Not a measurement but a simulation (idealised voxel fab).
Process module under the name voxel double patterning
Cross-section cut: width 225 nm, square cells of 5 nm.
Each cross-section below is a grid of square cells, stated as bands in top-down order, with one or more rows of cells making up each band.
The entry gives the band's vertical extent as a top height and a bottom height in nm, then its horizontal make-up as materials from left to right, each with a width in nm. "air" stands for empty space; a single material marked "all across" fills the band edge to edge.
Beneath 0, the wafer as received is one material, and that level is where height counting begins. The lowest band goes on downward without a bottom; it is written like "0 and below".
The width entry "30 to 40" should be interpreted row by row: the top row of cells in the band takes the first number, the bottom row takes the second number, and the change between adjacent rows is uniform throughout.
The cross-section has no changed cell in any step marked "left unchanged".
"Enclosed void entries" contains a list of empty spaces, each no smaller than 8 cells and without an open way to the top, written in the form width x height at distance with the distance from the left edge and all three in nm.
If you see something after the settings on a step's line, that's the simulator's own remark about that step.
The optional step-line setting "overlay nm" applies to steps with a mask and quantifies how far to the right of its planned location the mask lay, a negative value indicating leftward placement.

## Planned step list for the process
step 1: RECEIVE with material Si
step 2: CONFORMAL_DEP with material SiN, thk nm 5
step 3: DIRECTIONAL_DEP with material SiO2, thk nm 15
step 4: DIRECTIONAL_DEP with material SiCN, thk nm 10
step 5: PATTERN with tone open, mask id FIRST, material resist, width nm 15, pitch nm 50, thk nm 15, overlay nm 0
step 6: DIRECTIONAL_ETCH with etch materials SiCN, depth nm 10
step 7: STRIP with etch materials resist
step 8: MASKED_ETCH with tone open, mask id SECOND, width nm 15, pitch nm 50, etch materials SiCN, depth nm 10, overlay nm 0
step 9: DIRECTIONAL_ETCH with etch materials SiO2, depth nm 15
step 10: STRIP with etch materials SiCN

## Cross-section of the wafer at receipt, which is the condition after step 1
> 0 and below  Si all across
> Enclosed void entries: none

## One mistake in running the module, otherwise start and plan as above: cross-section at the end
> 20 down to 5  air 80 / SiO2 15 / air 35 / SiO2 15 / air 80
> 5 down to 0  SiN all across
> 0 and below  Si all across
> Enclosed void entries: none
Want to know what went wrong? the process deviated at step 8: the operation and settings actually run there were MASKED_ETCH with tone cover, mask id SECOND, width nm 15, pitch nm 50, etch materials SiCN, depth nm 10, overlay nm 0
